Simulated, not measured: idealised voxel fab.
Process module heading - voxel self aligned vias
The width of the displayed cross-section, cut, is 190 nm; its cells are square, with a size of 5 nm.
Each cross-section below is a grid of square cells, stated as bands in top-down order, with one or more rows of cells making up each band. Per band: top height and bottom height in nm, followed by the left-to-right materials and their widths in nm; "all across" marks a single material spanning edge to edge, "empty" marks empty space. Below 0: as-received wafer, all one material; heights counted from there. Lowest band: no bottom, goes on down, written "from 0 down". Width "30->40": first value at the band's top row of cells, second value at its bottom row, equal change from row to row. For the purposes of this document, the phrase "no change occurred" attached to a step denotes that no cell within the cross-section was modified by that step. The list in "Completely sealed voids" covers empty spaces of 8 cells or more that cannot reach the top through any open way, and it gives each as width x height at distance; the distance is from the left edge, and width, height and distance are in nm. Formally, on a step line, whatever follows the settings is a remark that the simulator itself makes on the step. Regarding "overlay nm": on a step with a mask, it is the distance the mask lay to the right of its planned place; a negative value places it to the left. Pairs, read this way: before one process step on the one hand, after it on the other, the after cross-section ending at the lowest band that changed; the step between, settings included, beneath. Same starting wafer throughout, but possibly different runs of this module, so no pair continues from the pair above unless its entry headed "Cross-section, before" says so.
CROSS-SECTION, BEFORE
from 95 to 65 = resist 25 nm; empty 30 nm; resist 25 nm; empty 30 nm; resist 25 nm; empty 30 nm; resist 25 nm
from 65 to 50 = aC all across
from 50 to 35 = lowk all across
from 35 to 30 = SiCN all across
from 30 to 10 = lowk all across
from 10 to 0 = SiO2 all across
from 0 down = Si all across
Completely sealed voids: none
CUT VIEW, POST-STEP
from 80 to 65 = resist 25 nm; empty 30 nm; resist 25 nm; empty 30 nm; resist 25 nm; empty 30 nm; resist 25 nm
from 65 to 50 = aC 25 nm; empty 30 nm; aC 25 nm; empty 30 nm; aC 25 nm; empty 30 nm; aC 25 nm
Lower than 50, everything is as it was.
Completely sealed voids: none
The transition between the preceding cross-sections is accomplished by DIRECTIONAL_ETCH | etch materials aC | depth nm 15
Cross-section, before: just use the after drawing of the pair above as your starting point.
CUT VIEW, POST-STEP
from 65 to 50 = aC 25 nm; empty 30 nm; aC 25 nm; empty 30 nm; aC 25 nm; empty 30 nm; aC 25 nm
Lower than 50, everything is as it was.
Completely sealed voids: none
The transition between the preceding cross-sections is accomplished by STRIP | etch materials resist
Cross-section, before: just use the after drawing of the pair above as your starting point.
CUT VIEW, POST-STEP
from 65 to 50 = aC 25 nm; empty 30 nm; aC 25 nm; empty 30 nm; aC 25 nm; empty 30 nm; aC 25 nm
from 50 to 35 = lowk 25 nm; empty 30 nm; lowk 25 nm; empty 30 nm; lowk 25 nm; empty 30 nm; lowk 25 nm
Lower than 35, everything is as it was.
Completely sealed voids: none
The transition between the preceding cross-sections is accomplished by DIRECTIONAL_ETCH | etch materials lowk | depth nm 15
Cross-section, before: just use the after drawing of the pair above as your starting point.
CUT VIEW, POST-STEP
from 50 to 35 = lowk 25 nm; empty 30 nm; lowk 25 nm; empty 30 nm; lowk 25 nm; empty 30 nm; lowk 25 nm
Lower than 35, everything is as it was.
Completely sealed voids: none
The transition between the preceding cross-sections is accomplished by STRIP | etch materials aC
Cross-section, before: just use the after drawing of the pair above as your starting point.
CUT VIEW, POST-STEP
from 55 to 50 = TiN 30 nm; empty 20 nm; TiN 35 nm; empty 20 nm; TiN 35 nm; empty 20 nm; TiN 30 nm
from 50 to 40 = lowk 25 nm; TiN 5 nm; empty 20 nm; TiN 5 nm; lowk 25 nm; TiN 5 nm; empty 20 nm; TiN 5 nm; lowk 25 nm; TiN 5 nm; empty 20 nm; TiN 5 nm; lowk 25 nm
from 40 to 35 = lowk 25 nm; TiN 30 nm; lowk 25 nm; TiN 30 nm; lowk 25 nm; TiN 30 nm; lowk 25 nm
Lower than 35, everything is as it was.
Completely sealed voids: none
The transition between the preceding cross-sections is accomplished by CONFORMAL_DEP | material TiN | thk nm 5
Cross-section, before: just use the after drawing of the pair above as your starting point.
CUT VIEW, POST-STEP
from 65 to 55 = W all across
from 55 to 50 = TiN 30 nm; W 20 nm; TiN 35 nm; W 20 nm; TiN 35 nm; W 20 nm; TiN 30 nm
from 50 to 40 = lowk 25 nm; TiN 5 nm; W 20 nm; TiN 5 nm; lowk 25 nm; TiN 5 nm; W 20 nm; TiN 5 nm; lowk 25 nm; TiN 5 nm; W 20 nm; TiN 5 nm; lowk 25 nm
Lower than 40, everything is as it was.
Completely sealed voids: none
The transition between the preceding cross-sections is accomplished by FILL_DEP | material W | thk nm 10
Cross-section, before: just use the after drawing of the pair above as your starting point.
CUT VIEW, POST-STEP
from 50 to 40 = lowk 25 nm; TiN 5 nm; W 20 nm; TiN 5 nm; lowk 25 nm; TiN 5 nm; W 20 nm; TiN 5 nm; lowk 25 nm; TiN 5 nm; W 20 nm; TiN 5 nm; lowk 25 nm
Lower than 40, everything is as it was.
Completely sealed voids: none
The transition between the preceding cross-sections is accomplished by CMP | height nm 50
Cross-section, before: just use the after drawing of the pair above as your starting point.
CUT VIEW, POST-STEP
from 55 to 50 = SiCN all across
Lower than 50, everything is as it was.
Completely sealed voids: none
The transition between the preceding cross-sections is accomplished by CONFORMAL_DEP | material SiCN | thk nm 5
CROSS-SECTION, BEFORE
from 50 to 40 = W all across
from 40 to 35 = TiN 35 nm; W 10 nm; TiN 45 nm; W 10 nm; TiN 45 nm; W 10 nm; TiN 35 nm
from 35 to 20 = lowk 30 nm; TiN 5 nm; W 10 nm; TiN 5 nm; lowk 35 nm; TiN 5 nm; W 10 nm; TiN 5 nm; lowk 35 nm; TiN 5 nm; W 10 nm; TiN 5 nm; lowk 30 nm
from 20 to 15 = lowk 30 nm; TiN 20 nm; lowk 35 nm; TiN 20 nm; lowk 35 nm; TiN 20 nm; lowk 30 nm
from 15 to 10 = SiCN all across
from 10 to 0 = SiO2 all across
from 0 down = Si all across
Completely sealed voids: none
CUT VIEW, POST-STEP
from 30 to 20 = lowk 30 nm; TiN 5 nm; W 10 nm; TiN 5 nm; lowk 35 nm; TiN 5 nm; W 10 nm; TiN 5 nm; lowk 35 nm; TiN 5 nm; W 10 nm; TiN 5 nm; lowk 30 nm
Lower than 20, everything is as it was.
Completely sealed voids: none
The transition between the preceding cross-sections is accomplished by CMP | height nm 30
Cross-section, before: just use the after drawing of the pair above as your starting point.
CUT VIEW, POST-STEP
from 30 to 20 = lowk 30 nm; empty 20 nm; lowk 35 nm; empty 20 nm; lowk 35 nm; empty 20 nm; lowk 30 nm
Lower than 20, everything is as it was.
Completely sealed voids: none
The transition between the preceding cross-sections is accomplished by SELECTIVE_ETCH | etch materials W Ru TiN | depth nm 10
Cross-section, before: just use the after drawing of the pair above as your starting point.
CUT VIEW, POST-STEP
from 40 to 30 = SiN all across
from 30 to 20 = lowk 30 nm; SiN 20 nm; lowk 35 nm; SiN 20 nm; lowk 35 nm; SiN 20 nm; lowk 30 nm
Lower than 20, everything is as it was.
Completely sealed voids: none
The transition between the preceding cross-sections is accomplished by FILL_DEP | material SiN | thk nm 10
Cross-section, before: just use the after drawing of the pair above as your starting point.
CUT VIEW, POST-STEP
from 35 to 30 = SiN all across
Lower than 30, everything is as it was.
Completely sealed voids: none
The transition between the preceding cross-sections is accomplished by CMP | height nm 35
Cross-section, before: just use the after drawing of the pair above as your starting point.
CUT VIEW, POST-STEP
from 50 to 35 = lowk all across
Lower than 35, everything is as it was.
Completely sealed voids: none
The transition between the preceding cross-sections is accomplished by DIRECTIONAL_DEP | material lowk | thk nm 15
Cross-section, before: just use the after drawing of the pair above as your starting point.
CUT VIEW, POST-STEP
from 65 to 50 = aC all across
Lower than 50, everything is as it was.
Completely sealed voids: none
The transition between the preceding cross-sections is accomplished by DIRECTIONAL_DEP | material aC | thk nm 15
Cross-section, before: just use the after drawing of the pair above as your starting point.
CUT VIEW, POST-STEP
from 95 to 65 = resist 25 nm; empty 30 nm; resist 25 nm; empty 30 nm; resist 25 nm; empty 30 nm; resist 25 nm
Lower than 65, everything is as it was.
Completely sealed voids: none
The transition between the preceding cross-sections is accomplished by PATTERN | tone open | mask id VIAS | material resist | width nm 30 | pitch nm 55 | thk nm 30 | overlay nm 0
Cross-section, before: just use the after drawing of the pair above as your starting point.
CUT VIEW, POST-STEP
from 80 to 65 = resist 25 nm; empty 30 nm; resist 25 nm; empty 30 nm; resist 25 nm; empty 30 nm; resist 25 nm
from 65 to 50 = aC 25 nm; empty 30 nm; aC 25 nm; empty 30 nm; aC 25 nm; empty 30 nm; aC 25 nm
Lower than 50, everything is as it was.
Completely sealed voids: none
The transition between the preceding cross-sections is accomplished by DIRECTIONAL_ETCH | etch materials aC | depth nm 15
Cross-section, before: just use the after drawing of the pair above as your starting point.
CUT VIEW, POST-STEP
from 65 to 50 = aC 25 nm; empty 30 nm; aC 25 nm; empty 30 nm; aC 25 nm; empty 30 nm; aC 25 nm
Lower than 50, everything is as it was.
Completely sealed voids: none
The transition between the preceding cross-sections is accomplished by STRIP | etch materials resist
Cross-section, before: just use the after drawing of the pair above as your starting point.
CUT VIEW, POST-STEP
from 65 to 50 = aC 25 nm; empty 30 nm; aC 25 nm; empty 30 nm; aC 25 nm; empty 30 nm; aC 25 nm
from 50 to 35 = lowk 25 nm; empty 30 nm; lowk 25 nm; empty 30 nm; lowk 25 nm; empty 30 nm; lowk 25 nm
Lower than 35, everything is as it was.
Completely sealed voids: none
The transition between the preceding cross-sections is accomplished by DIRECTIONAL_ETCH | etch materials lowk | depth nm 15
Cross-section, before: just use the after drawing of the pair above as your starting point.
CUT VIEW, POST-STEP
from 65 to 50 = aC 25 nm; empty 30 nm; aC 25 nm; empty 30 nm; aC 25 nm; empty 30 nm; aC 25 nm
from 50 to 35 = lowk 25 nm; empty 30 nm; lowk 25 nm; empty 30 nm; lowk 25 nm; empty 30 nm; lowk 25 nm
from 35 to 30 = SiN 25 nm; empty 30 nm; SiN 25 nm; empty 30 nm; SiN 25 nm; empty 30 nm; SiN 25 nm
from 30 to 25 = lowk 30 nm; empty 20 nm; lowk 35 nm; empty 20 nm; lowk 35 nm; empty 20 nm; lowk 30 nm
Lower than 25, everything is as it was.
Completely sealed voids: none
The transition between the preceding cross-sections is accomplished by DIRECTIONAL_ETCH | etch materials SiN | depth nm 10
Cross-section, before: just use the after drawing of the pair above as your starting point.
CUT VIEW, POST-STEP
from 50 to 35 = lowk 25 nm; empty 30 nm; lowk 25 nm; empty 30 nm; lowk 25 nm; empty 30 nm; lowk 25 nm
Lower than 35, everything is as it was.
Completely sealed voids: none
The transition between the preceding cross-sections is accomplished by STRIP | etch materials aC
Cross-section, before: just use the after drawing of the pair above as your starting point.
CUT VIEW, POST-STEP
from 55 to 50 = TiN 30 nm; empty 20 nm; TiN 35 nm; empty 20 nm; TiN 35 nm; empty 20 nm; TiN 30 nm
from 50 to 35 = lowk 25 nm; TiN 5 nm; empty 20 nm; TiN 5 nm; lowk 25 nm; TiN 5 nm; empty 20 nm; TiN 5 nm; lowk 25 nm; TiN 5 nm; empty 20 nm; TiN 5 nm; lowk 25 nm
from 35 to 30 = SiN 25 nm; TiN 10 nm; empty 10 nm; TiN 10 nm; SiN 25 nm; TiN 10 nm; empty 10 nm; TiN 10 nm; SiN 25 nm; TiN 10 nm; empty 10 nm; TiN 10 nm; SiN 25 nm
from 30 to 25 = lowk 30 nm; TiN 20 nm; lowk 35 nm; TiN 20 nm; lowk 35 nm; TiN 20 nm; lowk 30 nm
Lower than 25, everything is as it was.
Completely sealed voids: none
The transition between the preceding cross-sections is accomplished by CONFORMAL_DEP | material TiN | thk nm 5
Cross-section, before: just use the after drawing of the pair above as your starting point.
CUT VIEW, POST-STEP
from 65 to 55 = W all across
from 55 to 50 = TiN 30 nm; W 20 nm; TiN 35 nm; W 20 nm; TiN 35 nm; W 20 nm; TiN 30 nm
from 50 to 35 = lowk 25 nm; TiN 5 nm; W 20 nm; TiN 5 nm; lowk 25 nm; TiN 5 nm; W 20 nm; TiN 5 nm; lowk 25 nm; TiN 5 nm; W 20 nm; TiN 5 nm; lowk 25 nm
from 35 to 30 = SiN 25 nm; TiN 10 nm; W 10 nm; TiN 10 nm; SiN 25 nm; TiN 10 nm; W 10 nm; TiN 10 nm; SiN 25 nm; TiN 10 nm; W 10 nm; TiN 10 nm; SiN 25 nm
Lower than 30, everything is as it was.
Completely sealed voids: none
The transition between the preceding cross-sections is accomplished by FILL_DEP | material W | thk nm 10
Cross-section, before: just use the after drawing of the pair above as your starting point.
CUT VIEW, POST-STEP
from 50 to 35 = lowk 25 nm; TiN 5 nm; W 20 nm; TiN 5 nm; lowk 25 nm; TiN 5 nm; W 20 nm; TiN 5 nm; lowk 25 nm; TiN 5 nm; W 20 nm; TiN 5 nm; lowk 25 nm
Lower than 35, everything is as it was.
Completely sealed voids: none
The transition between the preceding cross-sections is accomplished by CMP | height nm 50
Cross-section, before: just use the after drawing of the pair above as your starting point.
CUT VIEW, POST-STEP
from 55 to 50 = SiCN all across
Lower than 50, everything is as it was.
Completely sealed voids: none
The transition between the preceding cross-sections is accomplished by CONFORMAL_DEP | material SiCN | thk nm 5
CROSS-SECTION, BEFORE
from 65 to 50 = aC all across
from 50 to 35 = lowk all across
from 35 to 25 = lowk 30 nm; SiN 20 nm; lowk 35 nm; SiN 20 nm; lowk 35 nm; SiN 20 nm; lowk 30 nm
from 25 to 20 = lowk 30 nm; TiN 5 nm; W 10 nm; TiN 5 nm; lowk 35 nm; TiN 5 nm; W 10 nm; TiN 5 nm; lowk 35 nm; TiN 5 nm; W 10 nm; TiN 5 nm; lowk 30 nm
from 20 to 15 = lowk 30 nm; TiN 20 nm; lowk 35 nm; TiN 20 nm; lowk 35 nm; TiN 20 nm; lowk 30 nm
from 15 to 10 = SiCN all across
from 10 to 0 = SiO2 all across
from 0 down = Si all across
Completely sealed voids: none
CUT VIEW, POST-STEP
from 95 to 65 = resist 25 nm; empty 35 nm; resist 20 nm; empty 35 nm; resist 20 nm; empty 35 nm; resist 20 nm
Lower than 65, everything is as it was.
Completely sealed voids: none
The transition between the preceding cross-sections is accomplished by PATTERN | tone open | mask id VIAS | material resist | width nm 35 | pitch nm 55 | thk nm 30 | overlay nm 0
Cross-section, before: just use the after drawing of the pair above as your starting point.
CUT VIEW, POST-STEP
from 80 to 65 = resist 25 nm; empty 35 nm; resist 20 nm; empty 35 nm; resist 20 nm; empty 35 nm; resist 20 nm
from 65 to 50 = aC 25 nm; empty 35 nm; aC 20 nm; empty 35 nm; aC 20 nm; empty 35 nm; aC 20 nm
Lower than 50, everything is as it was.
Completely sealed voids: none
The transition between the preceding cross-sections is accomplished by DIRECTIONAL_ETCH | etch materials aC | depth nm 15
Cross-section, before: just use the after drawing of the pair above as your starting point.
CUT VIEW, POST-STEP
from 65 to 50 = aC 25 nm; empty 35 nm; aC 20 nm; empty 35 nm; aC 20 nm; empty 35 nm; aC 20 nm
Lower than 50, everything is as it was.
Completely sealed voids: none
The transition between the preceding cross-sections is accomplished by STRIP | etch materials resist
Cross-section, before: just use the after drawing of the pair above as your starting point.
CUT VIEW, POST-STEP
from 65 to 50 = aC 25 nm; empty 35 nm; aC 20 nm; empty 35 nm; aC 20 nm; empty 35 nm; aC 20 nm
from 50 to 35 = lowk 25 nm; empty 35 nm; lowk 20 nm; empty 35 nm; lowk 20 nm; empty 35 nm; lowk 20 nm
Lower than 35, everything is as it was.
Completely sealed voids: none
The transition between the preceding cross-sections is accomplished by DIRECTIONAL_ETCH | etch materials lowk | depth nm 15
Cross-section, before: just use the after drawing of the pair above as your starting point.
CUT VIEW, POST-STEP
from 65 to 50 = aC 25 nm; empty 35 nm; aC 20 nm; empty 35 nm; aC 20 nm; empty 35 nm; aC 20 nm
from 50 to 35 = lowk 25 nm; empty 35 nm; lowk 20 nm; empty 35 nm; lowk 20 nm; empty 35 nm; lowk 20 nm
from 35 to 25 = lowk 30 nm; empty 20 nm; lowk 35 nm; empty 20 nm; lowk 35 nm; empty 20 nm; lowk 30 nm
Lower than 25, everything is as it was.
Completely sealed voids: none
The transition between the preceding cross-sections is accomplished by DIRECTIONAL_ETCH | etch materials SiN | depth nm 10
Cross-section, before: just use the after drawing of the pair above as your starting point.
CUT VIEW, POST-STEP
from 50 to 35 = lowk 25 nm; empty 35 nm; lowk 20 nm; empty 35 nm; lowk 20 nm; empty 35 nm; lowk 20 nm
Lower than 35, everything is as it was.
Completely sealed voids: none
The transition between the preceding cross-sections is accomplished by STRIP | etch materials aC
Cross-section, before: just use the after drawing of the pair above as your starting point.
CUT VIEW, POST-STEP
from 55 to 50 = TiN 30 nm; empty 25 nm; TiN 30 nm; empty 25 nm; TiN 30 nm; empty 25 nm; TiN 25 nm
from 50 to 40 = lowk 25 nm; TiN 5 nm; empty 25 nm; TiN 5 nm; lowk 20 nm; TiN 5 nm; empty 25 nm; TiN 5 nm; lowk 20 nm; TiN 5 nm; empty 25 nm; TiN 5 nm; lowk 20 nm
from 40 to 30 = lowk 25->30 nm; TiN 10->5 nm; empty 10 nm; TiN 15->5 nm; lowk 20->35 nm; TiN 10->5 nm; empty 10 nm; TiN 15->5 nm; lowk 20->35 nm; TiN 10->5 nm; empty 10 nm; TiN 15->5 nm; lowk 20->30 nm
from 30 to 25 = lowk 30 nm; TiN 20 nm; lowk 35 nm; TiN 20 nm; lowk 35 nm; TiN 20 nm; lowk 30 nm
Lower than 25, everything is as it was.
Completely sealed voids: none
The transition between the preceding cross-sections is accomplished by CONFORMAL_DEP | material TiN | thk nm 5
Cross-section, before: just use the after drawing of the pair above as your starting point.
CUT VIEW, POST-STEP
from 65 to 55 = W all across
from 55 to 50 = TiN 30 nm; W 25 nm; TiN 30 nm; W 25 nm; TiN 30 nm; W 25 nm; TiN 25 nm
from 50 to 40 = lowk 25 nm; TiN 5 nm; W 25 nm; TiN 5 nm; lowk 20 nm; TiN 5 nm; W 25 nm; TiN 5 nm; lowk 20 nm; TiN 5 nm; W 25 nm; TiN 5 nm; lowk 20 nm
from 40 to 30 = lowk 25->30 nm; TiN 10->5 nm; W 10 nm; TiN 15->5 nm; lowk 20->35 nm; TiN 10->5 nm; W 10 nm; TiN 15->5 nm; lowk 20->35 nm; TiN 10->5 nm; W 10 nm; TiN 15->5 nm; lowk 20->30 nm
Lower than 30, everything is as it was.
Completely sealed voids: none
The transition between the preceding cross-sections is accomplished by FILL_DEP | material W | thk nm 10
Cross-section, before: just use the after drawing of the pair above as your starting point.
CUT VIEW, POST-STEP
from 50 to 40 = lowk 25 nm; TiN 5 nm; W 25 nm; TiN 5 nm; lowk 20 nm; TiN 5 nm; W 25 nm; TiN 5 nm; lowk 20 nm; TiN 5 nm; W 25 nm; TiN 5 nm; lowk 20 nm
Lower than 40, everything is as it was.
Completely sealed voids: none
The transition between the preceding cross-sections is accomplished by CMP | height nm 50
Cross-section, before: just use the after drawing of the pair above as your starting point.
CUT VIEW, POST-STEP
from 55 to 50 = SiCN all across
Lower than 50, everything is as it was.
Completely sealed voids: none
The transition between the preceding cross-sections is accomplished by CONFORMAL_DEP | material SiCN | thk nm 5
CROSS-SECTION, BEFORE
from 65 to 50 = aC all across
from 50 to 35 = lowk all across
from 35 to 25 = lowk 30 nm; SiN 20 nm; lowk 35 nm; SiN 20 nm; lowk 35 nm; SiN 20 nm; lowk 30 nm
from 25 to 20 = lowk 30 nm; TiN 5 nm; W 10 nm; TiN 5 nm; lowk 35 nm; TiN 5 nm; W 10 nm; TiN 5 nm; lowk 35 nm; TiN 5 nm; W 10 nm; TiN 5 nm; lowk 30 nm
from 20 to 15 = lowk 30 nm; TiN 20 nm; lowk 35 nm; TiN 20 nm; lowk 35 nm; TiN 20 nm; lowk 30 nm
from 15 to 10 = SiCN all across
from 10 to 0 = SiO2 all across
from 0 down = Si all across
Completely sealed voids: none
CUT VIEW, POST-STEP
from 95 to 65 = resist 30 nm; empty 30 nm; resist 25 nm; empty 30 nm; resist 25 nm; empty 30 nm; resist 20 nm
Lower than 65, everything is as it was.
Completely sealed voids: none
The transition between the preceding cross-sections is accomplished by PATTERN | tone open | mask id VIAS | material resist | width nm 30 | pitch nm 55 | thk nm 30 | overlay nm 5
Cross-section, before: just use the after drawing of the pair above as your starting point.
CUT VIEW, POST-STEP
from 80 to 65 = resist 30 nm; empty 30 nm; resist 25 nm; empty 30 nm; resist 25 nm; empty 30 nm; resist 20 nm
from 65 to 50 = aC 30 nm; empty 30 nm; aC 25 nm; empty 30 nm; aC 25 nm; empty 30 nm; aC 20 nm
Lower than 50, everything is as it was.
Completely sealed voids: none
The transition between the preceding cross-sections is accomplished by DIRECTIONAL_ETCH | etch materials aC | depth nm 15
Cross-section, before: just use the after drawing of the pair above as your starting point.
CUT VIEW, POST-STEP
from 65 to 50 = aC 30 nm; empty 30 nm; aC 25 nm; empty 30 nm; aC 25 nm; empty 30 nm; aC 20 nm
Lower than 50, everything is as it was.
Completely sealed voids: none
The transition between the preceding cross-sections is accomplished by STRIP | etch materials resist
Cross-section, before: just use the after drawing of the pair above as your starting point.
CUT VIEW, POST-STEP
from 65 to 50 = aC 30 nm; empty 30 nm; aC 25 nm; empty 30 nm; aC 25 nm; empty 30 nm; aC 20 nm
from 50 to 35 = lowk 30 nm; empty 30 nm; lowk 25 nm; empty 30 nm; lowk 25 nm; empty 30 nm; lowk 20 nm
Lower than 35, everything is as it was.
Completely sealed voids: none
The transition between the preceding cross-sections is accomplished by DIRECTIONAL_ETCH | etch materials lowk | depth nm 15
Cross-section, before: just use the after drawing of the pair above as your starting point.
CUT VIEW, POST-STEP
from 65 to 50 = aC 30 nm; empty 30 nm; aC 25 nm; empty 30 nm; aC 25 nm; empty 30 nm; aC 20 nm
from 50 to 35 = lowk 30 nm; empty 30 nm; lowk 25 nm; empty 30 nm; lowk 25 nm; empty 30 nm; lowk 20 nm
from 35 to 25 = lowk 30 nm; empty 20 nm; lowk 35 nm; empty 20 nm; lowk 35 nm; empty 20 nm; lowk 30 nm
Lower than 25, everything is as it was.
Completely sealed voids: none
The transition between the preceding cross-sections is accomplished by DIRECTIONAL_ETCH | etch materials SiN | depth nm 10
Cross-section, before: just use the after drawing of the pair above as your starting point.
CUT VIEW, POST-STEP
from 50 to 35 = lowk 30 nm; empty 30 nm; lowk 25 nm; empty 30 nm; lowk 25 nm; empty 30 nm; lowk 20 nm
Lower than 35, everything is as it was.
Completely sealed voids: none
The transition between the preceding cross-sections is accomplished by STRIP | etch materials aC
Cross-section, before: just use the after drawing of the pair above as your starting point.
CUT VIEW, POST-STEP
from 55 to 50 = TiN 35 nm; empty 20 nm; TiN 35 nm; empty 20 nm; TiN 35 nm; empty 20 nm; TiN 25 nm
from 50 to 40 = lowk 30 nm; TiN 5 nm; empty 20 nm; TiN 5 nm; lowk 25 nm; TiN 5 nm; empty 20 nm; TiN 5 nm; lowk 25 nm; TiN 5 nm; empty 20 nm; TiN 5 nm; lowk 20 nm
from 40 to 30 = lowk 30 nm; TiN 5 nm; empty 10 nm; TiN 15->5 nm; lowk 25->35 nm; TiN 5 nm; empty 10 nm; TiN 15->5 nm; lowk 25->35 nm; TiN 5 nm; empty 10 nm; TiN 15->5 nm; lowk 20->30 nm
from 30 to 25 = lowk 30 nm; TiN 20 nm; lowk 35 nm; TiN 20 nm; lowk 35 nm; TiN 20 nm; lowk 30 nm
Lower than 25, everything is as it was.
Completely sealed voids: none
The transition between the preceding cross-sections is accomplished by CONFORMAL_DEP | material TiN | thk nm 5
Cross-section, before: just use the after drawing of the pair above as your starting point.
CUT VIEW, POST-STEP
from 65 to 55 = W all across
from 55 to 50 = TiN 35 nm; W 20 nm; TiN 35 nm; W 20 nm; TiN 35 nm; W 20 nm; TiN 25 nm
from 50 to 40 = lowk 30 nm; TiN 5 nm; W 20 nm; TiN 5 nm; lowk 25 nm; TiN 5 nm; W 20 nm; TiN 5 nm; lowk 25 nm; TiN 5 nm; W 20 nm; TiN 5 nm; lowk 20 nm
from 40 to 30 = lowk 30 nm; TiN 5 nm; W 10 nm; TiN 15->5 nm; lowk 25->35 nm; TiN 5 nm; W 10 nm; TiN 15->5 nm; lowk 25->35 nm; TiN 5 nm; W 10 nm; TiN 15->5 nm; lowk 20->30 nm
Lower than 30, everything is as it was.
Completely sealed voids: none
The transition between the preceding cross-sections is accomplished by FILL_DEP | material W | thk nm 10
Cross-section, before: just use the after drawing of the pair above as your starting point.
CUT VIEW, POST-STEP
from 50 to 40 = lowk 30 nm; TiN 5 nm; W 20 nm; TiN 5 nm; lowk 25 nm; TiN 5 nm; W 20 nm; TiN 5 nm; lowk 25 nm; TiN 5 nm; W 20 nm; TiN 5 nm; lowk 20 nm
Lower than 40, everything is as it was.
Completely sealed voids: none
The transition between the preceding cross-sections is accomplished by CMP | height nm 50
Cross-section, before: just use the after drawing of the pair above as your starting point.
CUT VIEW, POST-STEP
from 55 to 50 = SiCN all across
Lower than 50, everything is as it was.
Completely sealed voids: none
The transition between the preceding cross-sections is accomplished by CONFORMAL_DEP | material SiCN | thk nm 5
CROSS-SECTION, BEFORE
from 40 to 35 = TiN 35 nm; empty 10 nm; TiN 45 nm; empty 10 nm; TiN 45 nm; empty 10 nm; TiN 35 nm
from 35 to 20 = lowk 30 nm; TiN 5 nm; empty 10 nm; TiN 5 nm; lowk 35 nm; TiN 5 nm; empty 10 nm; TiN 5 nm; lowk 35 nm; TiN 5 nm; empty 10 nm; TiN 5 nm; lowk 30 nm
from 20 to 15 = lowk 30 nm; TiN 20 nm; lowk 35 nm; TiN 20 nm; lowk 35 nm; TiN 20 nm; lowk 30 nm
from 15 to 10 = SiCN all across
from 10 to 0 = SiO2 all across
from 0 down = Si all across
Completely sealed voids: none
CUT VIEW, POST-STEP
from 50 to 40 = lowk all across
from 40 to 35 = TiN 35 nm; lowk 10 nm; TiN 45 nm; lowk 10 nm; TiN 45 nm; lowk 10 nm; TiN 35 nm
from 35 to 20 = lowk 30 nm; TiN 5 nm; lowk 10 nm; TiN 5 nm; lowk 35 nm; TiN 5 nm; lowk 10 nm; TiN 5 nm; lowk 35 nm; TiN 5 nm; lowk 10 nm; TiN 5 nm; lowk 30 nm
Lower than 20, everything is as it was.
Completely sealed voids: none
The transition between the preceding cross-sections is accomplished by FILL_DEP | material lowk | thk nm 10
Cross-section, before: just use the after drawing of the pair above as your starting point.
CUT VIEW, POST-STEP
from 35 to 20 = lowk 30 nm; TiN 5 nm; lowk 10 nm; TiN 5 nm; lowk 35 nm; TiN 5 nm; lowk 10 nm; TiN 5 nm; lowk 35 nm; TiN 5 nm; lowk 10 nm; TiN 5 nm; lowk 30 nm
Lower than 20, everything is as it was.
Completely sealed voids: none
The transition between the preceding cross-sections is accomplished by CMP | height nm 35
Cross-section, before: just use the after drawing of the pair above as your starting point.
CUT VIEW, POST-STEP
from 35 to 25 = lowk 30 nm; empty 5 nm; lowk 10 nm; empty 5 nm; lowk 35 nm; empty 5 nm; lowk 10 nm; empty 5 nm; lowk 35 nm; empty 5 nm; lowk 10 nm; empty 5 nm; lowk 30 nm
Lower than 25, everything is as it was.
Completely sealed voids: none
The transition between the preceding cross-sections is accomplished by SELECTIVE_ETCH | etch materials W Ru TiN | depth nm 10
Cross-section, before: just use the after drawing of the pair above as your starting point.
CUT VIEW, POST-STEP
from 45 to 35 = SiN all across
from 35 to 25 = lowk 30 nm; SiN 5 nm; lowk 10 nm; SiN 5 nm; lowk 35 nm; SiN 5 nm; lowk 10 nm; SiN 5 nm; lowk 35 nm; SiN 5 nm; lowk 10 nm; SiN 5 nm; lowk 30 nm
Lower than 25, everything is as it was.
Completely sealed voids: none
The transition between the preceding cross-sections is accomplished by FILL_DEP | material SiN | thk nm 10
Cross-section, before: just use the after drawing of the pair above as your starting point.
CUT VIEW, POST-STEP
from 35 to 25 = lowk 30 nm; SiN 5 nm; lowk 10 nm; SiN 5 nm; lowk 35 nm; SiN 5 nm; lowk 10 nm; SiN 5 nm; lowk 35 nm; SiN 5 nm; lowk 10 nm; SiN 5 nm; lowk 30 nm
Lower than 25, everything is as it was.
Completely sealed voids: none
The transition between the preceding cross-sections is accomplished by CMP | height nm 35
Cross-section, before: just use the after drawing of the pair above as your starting point.
CUT VIEW, POST-STEP
from 50 to 35 = lowk all across
Lower than 35, everything is as it was.
Completely sealed voids: none
The transition between the preceding cross-sections is accomplished by DIRECTIONAL_DEP | material lowk | thk nm 15
Cross-section, before: just use the after drawing of the pair above as your starting point.
CUT VIEW, POST-STEP
from 65 to 50 = aC all across
Lower than 50, everything is as it was.
Completely sealed voids: none
The transition between the preceding cross-sections is accomplished by DIRECTIONAL_DEP | material aC | thk nm 15
Cross-section, before: just use the after drawing of the pair above as your starting point.
CUT VIEW, POST-STEP
from 95 to 65 = resist 25 nm; empty 30 nm; resist 25 nm; empty 30 nm; resist 25 nm; empty 30 nm; resist 25 nm
Lower than 65, everything is as it was.
Completely sealed voids: none
The transition between the preceding cross-sections is accomplished by PATTERN | tone open | mask id VIAS | material resist | width nm 30 | pitch nm 55 | thk nm 30 | overlay nm 0
Cross-section, before: just use the after drawing of the pair above as your starting point.
CUT VIEW, POST-STEP
from 80 to 65 = resist 25 nm; empty 30 nm; resist 25 nm; empty 30 nm; resist 25 nm; empty 30 nm; resist 25 nm
from 65 to 50 = aC 25 nm; empty 30 nm; aC 25 nm; empty 30 nm; aC 25 nm; empty 30 nm; aC 25 nm
Lower than 50, everything is as it was.
Completely sealed voids: none
The transition between the preceding cross-sections is accomplished by DIRECTIONAL_ETCH | etch materials aC | depth nm 15
Cross-section, before: just use the after drawing of the pair above as your starting point.
CUT VIEW, POST-STEP
from 65 to 50 = aC 25 nm; empty 30 nm; aC 25 nm; empty 30 nm; aC 25 nm; empty 30 nm; aC 25 nm
Lower than 50, everything is as it was.
Completely sealed voids: none
The transition between the preceding cross-sections is accomplished by STRIP | etch materials resist
Cross-section, before: just use the after drawing of the pair above as your starting point.
CUT VIEW, POST-STEP
from 65 to 50 = aC 25 nm; empty 30 nm; aC 25 nm; empty 30 nm; aC 25 nm; empty 30 nm; aC 25 nm
from 50 to 35 = lowk 25 nm; empty 30 nm; lowk 25 nm; empty 30 nm; lowk 25 nm; empty 30 nm; lowk 25 nm
Lower than 35, everything is as it was.
Completely sealed voids: none
The transition between the preceding cross-sections is accomplished by DIRECTIONAL_ETCH | etch materials lowk | depth nm 15
